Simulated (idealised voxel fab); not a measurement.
process module | voxel trench capacitor
cross-section cut | 190 nm wide | cells 5 nm
A cross-section is a grid of square cells, given in bands from the top down. A band is one or more rows of cells.
Each band's line starts with the height of the band's top and of its bottom, in nm. Then come its materials from left to right, each with its width in nm. One material with "throughout" fills the band from edge to edge. "air" is empty space.
Height 0 is the level under which the wafer as received is all one material. The lowest band goes on downwards, as in "0 down".
A width such as "30 to 40" changes by the same amount from each row of cells to the next, from the band's top row to its bottom row.
"no change" after a step means that no cell of the cross-section changed.
closed voids: empty space of 8 cells or more with no open way to the top, each as width x height at its distance from the left edge, in nm
after a step's settings: what the simulator itself notes on the step
overlay nm, on a step with a mask: how far to the right of its planned place the mask lay; to the left if negative
plan
1 op RECEIVE | material Si
2 op CONFORMAL_DEP | material SiN | thk nm 5
3 op DIRECTIONAL_DEP | material aC | thk nm 10
4 op PATTERN | tone open | mask id TRENCH | material resist | width nm 30 | pitch nm 55 | thk nm 25 | overlay nm 0
5 op DIRECTIONAL_ETCH | etch materials aC | depth nm 10
6 op STRIP | etch materials resist
7 op DIRECTIONAL_ETCH | etch materials SiN | depth nm 5
8 op DIRECTIONAL_ETCH | etch materials Si | depth nm 30
9 op STRIP | etch materials aC
10 op CONFORMAL_DEP | material HfO2 | thk nm 5
11 op CONFORMAL_DEP | material TiN | thk nm 5
12 op FILL_DEP | material W | thk nm 10
13 op CMP | height nm 5
first wafer, as planned
as received, after step 1
  0 down: Si throughout
  closed voids: none
after step 2
  5 to 0: SiN throughout
  below 0: unchanged
after step 3
  15 to 5: aC throughout
  below 5: unchanged
after step 4
  40 to 15: resist 25 | air 30 | resist 25 | air 30 | resist 25 | air 30 | resist 25
  below 15: unchanged
after step 5
  30 to 15: resist 25 | air 30 | resist 25 | air 30 | resist 25 | air 30 | resist 25
  15 to 5: aC 25 | air 30 | aC 25 | air 30 | aC 25 | air 30 | aC 25
  below 5: unchanged
after step 6
  15 to 5: aC 25 | air 30 | aC 25 | air 30 | aC 25 | air 30 | aC 25
  below 5: unchanged
after step 7
  15 to 5: aC 25 | air 30 | aC 25 | air 30 | aC 25 | air 30 | aC 25
  5 to 0: SiN 25 | air 30 | SiN 25 | air 30 | SiN 25 | air 30 | SiN 25
  below 0: unchanged
after step 8
  15 to 5: aC 25 | air 30 | aC 25 | air 30 | aC 25 | air 30 | aC 25
  5 to 0: SiN 25 | air 30 | SiN 25 | air 30 | SiN 25 | air 30 | SiN 25
  0 to -30: Si 25 | air 30 | Si 25 | air 30 | Si 25 | air 30 | Si 25
  below -30: unchanged
after step 9
  5 to 0: SiN 25 | air 30 | SiN 25 | air 30 | SiN 25 | air 30 | SiN 25
  below 0: unchanged
after step 10
  10 to 5: HfO2 30 | air 20 | HfO2 35 | air 20 | HfO2 35 | air 20 | HfO2 30
  5 to 0: SiN 25 | HfO2 5 | air 20 | HfO2 5 | SiN 25 | HfO2 5 | air 20 | HfO2 5 | SiN 25 | HfO2 5 | air 20 | HfO2 5 | SiN 25
  0 to -25: Si 25 | HfO2 5 | air 20 | HfO2 5 | Si 25 | HfO2 5 | air 20 | HfO2 5 | Si 25 | HfO2 5 | air 20 | HfO2 5 | Si 25
  -25 to -30: Si 25 | HfO2 30 | Si 25 | HfO2 30 | Si 25 | HfO2 30 | Si 25
  below -30: unchanged
after step 11
  15 to 10: TiN 35 | air 10 | TiN 45 | air 10 | TiN 45 | air 10 | TiN 35
  10 to 5: HfO2 30 | TiN 5 | air 10 | TiN 5 | HfO2 35 | TiN 5 | air 10 | TiN 5 | HfO2 35 | TiN 5 | air 10 | TiN 5 | HfO2 30
  5 to 0: SiN 25 | HfO2 5 | TiN 5 | air 10 | TiN 5 | HfO2 5 | SiN 25 | HfO2 5 | TiN 5 | air 10 | TiN 5 | HfO2 5 | SiN 25 | HfO2 5 | TiN 5 | air 10 | TiN 5 | HfO2 5 | SiN 25
  0 to -20: Si 25 | HfO2 5 | TiN 5 | air 10 | TiN 5 | HfO2 5 | Si 25 | HfO2 5 | TiN 5 | air 10 | TiN 5 | HfO2 5 | Si 25 | HfO2 5 | TiN 5 | air 10 | TiN 5 | HfO2 5 | Si 25
  -20 to -25: Si 25 | HfO2 5 | TiN 20 | HfO2 5 | Si 25 | HfO2 5 | TiN 20 | HfO2 5 | Si 25 | HfO2 5 | TiN 20 | HfO2 5 | Si 25
  below -25: unchanged
after step 12
  25 to 15: W throughout
  15 to 10: TiN 35 | W 10 | TiN 45 | W 10 | TiN 45 | W 10 | TiN 35
  10 to 5: HfO2 30 | TiN 5 | W 10 | TiN 5 | HfO2 35 | TiN 5 | W 10 | TiN 5 | HfO2 35 | TiN 5 | W 10 | TiN 5 | HfO2 30
  5 to 0: SiN 25 | HfO2 5 | TiN 5 | W 10 | TiN 5 | HfO2 5 | SiN 25 | HfO2 5 | TiN 5 | W 10 | TiN 5 | HfO2 5 | SiN 25 | HfO2 5 | TiN 5 | W 10 | TiN 5 | HfO2 5 | SiN 25
  0 to -20: Si 25 | HfO2 5 | TiN 5 | W 10 | TiN 5 | HfO2 5 | Si 25 | HfO2 5 | TiN 5 | W 10 | TiN 5 | HfO2 5 | Si 25 | HfO2 5 | TiN 5 | W 10 | TiN 5 | HfO2 5 | Si 25
  below -20: unchanged
after step 13
  5 to 0: SiN 25 | HfO2 5 | TiN 5 | W 10 | TiN 5 | HfO2 5 | SiN 25 | HfO2 5 | TiN 5 | W 10 | TiN 5 | HfO2 5 | SiN 25 | HfO2 5 | TiN 5 | W 10 | TiN 5 | HfO2 5 | SiN 25
  below 0: unchanged
second wafer: like start, like plan, one mistake. Through step 3 it matches the first wafer
when step 4 should have ended
  40 to 15: resist 20 | air 40 | resist 15 | air 40 | resist 15 | air 40 | resist 20
  below 15: unchanged
when step 5 should have ended
  30 to 15: resist 20 | air 40 | resist 15 | air 40 | resist 15 | air 40 | resist 20
  15 to 5: aC 20 | air 40 | aC 15 | air 40 | aC 15 | air 40 | aC 20
  below 5: unchanged
when step 6 should have ended
  15 to 5: aC 20 | air 40 | aC 15 | air 40 | aC 15 | air 40 | aC 20
  below 5: unchanged
when step 7 should have ended
  15 to 5: aC 20 | air 40 | aC 15 | air 40 | aC 15 | air 40 | aC 20
  5 to 0: SiN 20 | air 40 | SiN 15 | air 40 | SiN 15 | air 40 | SiN 20
  below 0: unchanged
when step 8 should have ended
  15 to 5: aC 20 | air 40 | aC 15 | air 40 | aC 15 | air 40 | aC 20
  5 to 0: SiN 20 | air 40 | SiN 15 | air 40 | SiN 15 | air 40 | SiN 20
  0 to -30: Si 20 | air 40 | Si 15 | air 40 | Si 15 | air 40 | Si 20
  below -30: unchanged
when step 9 should have ended
  5 to 0: SiN 20 | air 40 | SiN 15 | air 40 | SiN 15 | air 40 | SiN 20
  below 0: unchanged
when step 10 should have ended
  10 to 5: HfO2 25 | air 30 | HfO2 25 | air 30 | HfO2 25 | air 30 | HfO2 25
  5 to 0: SiN 20 | HfO2 5 | air 30 | HfO2 5 | SiN 15 | HfO2 5 | air 30 | HfO2 5 | SiN 15 | HfO2 5 | air 30 | HfO2 5 | SiN 20
  0 to -25: Si 20 | HfO2 5 | air 30 | HfO2 5 | Si 15 | HfO2 5 | air 30 | HfO2 5 | Si 15 | HfO2 5 | air 30 | HfO2 5 | Si 20
  -25 to -30: Si 20 | HfO2 40 | Si 15 | HfO2 40 | Si 15 | HfO2 40 | Si 20
  below -30: unchanged
when step 11 should have ended
  15 to 10: TiN 30 | air 20 | TiN 35 | air 20 | TiN 35 | air 20 | TiN 30
  10 to 5: HfO2 25 | TiN 5 | air 20 | TiN 5 | HfO2 25 | TiN 5 | air 20 | TiN 5 | HfO2 25 | TiN 5 | air 20 | TiN 5 | HfO2 25
  5 to 0: SiN 20 | HfO2 5 | TiN 5 | air 20 | TiN 5 | HfO2 5 | SiN 15 | HfO2 5 | TiN 5 | air 20 | TiN 5 | HfO2 5 | SiN 15 | HfO2 5 | TiN 5 | air 20 | TiN 5 | HfO2 5 | SiN 20
  0 to -20: Si 20 | HfO2 5 | TiN 5 | air 20 | TiN 5 | HfO2 5 | Si 15 | HfO2 5 | TiN 5 | air 20 | TiN 5 | HfO2 5 | Si 15 | HfO2 5 | TiN 5 | air 20 | TiN 5 | HfO2 5 | Si 20
  -20 to -25: Si 20 | HfO2 5 | TiN 30 | HfO2 5 | Si 15 | HfO2 5 | TiN 30 | HfO2 5 | Si 15 | HfO2 5 | TiN 30 | HfO2 5 | Si 20
  below -25: unchanged
when step 12 should have ended
  25 to 15: W throughout
  15 to 10: TiN 30 | W 20 | TiN 35 | W 20 | TiN 35 | W 20 | TiN 30
  10 to 5: HfO2 25 | TiN 5 | W 20 | TiN 5 | HfO2 25 | TiN 5 | W 20 | TiN 5 | HfO2 25 | TiN 5 | W 20 | TiN 5 | HfO2 25
  5 to 0: SiN 20 | HfO2 5 | TiN 5 | W 20 | TiN 5 | HfO2 5 | SiN 15 | HfO2 5 | TiN 5 | W 20 | TiN 5 | HfO2 5 | SiN 15 | HfO2 5 | TiN 5 | W 20 | TiN 5 | HfO2 5 | SiN 20
  0 to -20: Si 20 | HfO2 5 | TiN 5 | W 20 | TiN 5 | HfO2 5 | Si 15 | HfO2 5 | TiN 5 | W 20 | TiN 5 | HfO2 5 | Si 15 | HfO2 5 | TiN 5 | W 20 | TiN 5 | HfO2 5 | Si 20
  below -20: unchanged
when step 13 should have ended
  5 to 0: SiN 20 | HfO2 5 | TiN 5 | W 20 | TiN 5 | HfO2 5 | SiN 15 | HfO2 5 | TiN 5 | W 20 | TiN 5 | HfO2 5 | SiN 15 | HfO2 5 | TiN 5 | W 20 | TiN 5 | HfO2 5 | SiN 20
  below 0: unchanged
what went wrong: step 4 ran as: op PATTERN | tone open | mask id TRENCH | material resist | width nm 40 | pitch nm 55 | thk nm 25 | overlay nm 0
at the end the second wafer has, in cells: 6 more of HfO2 | 36 fewer of Si | 6 fewer of SiN | 6 more of TiN | 30 more of W
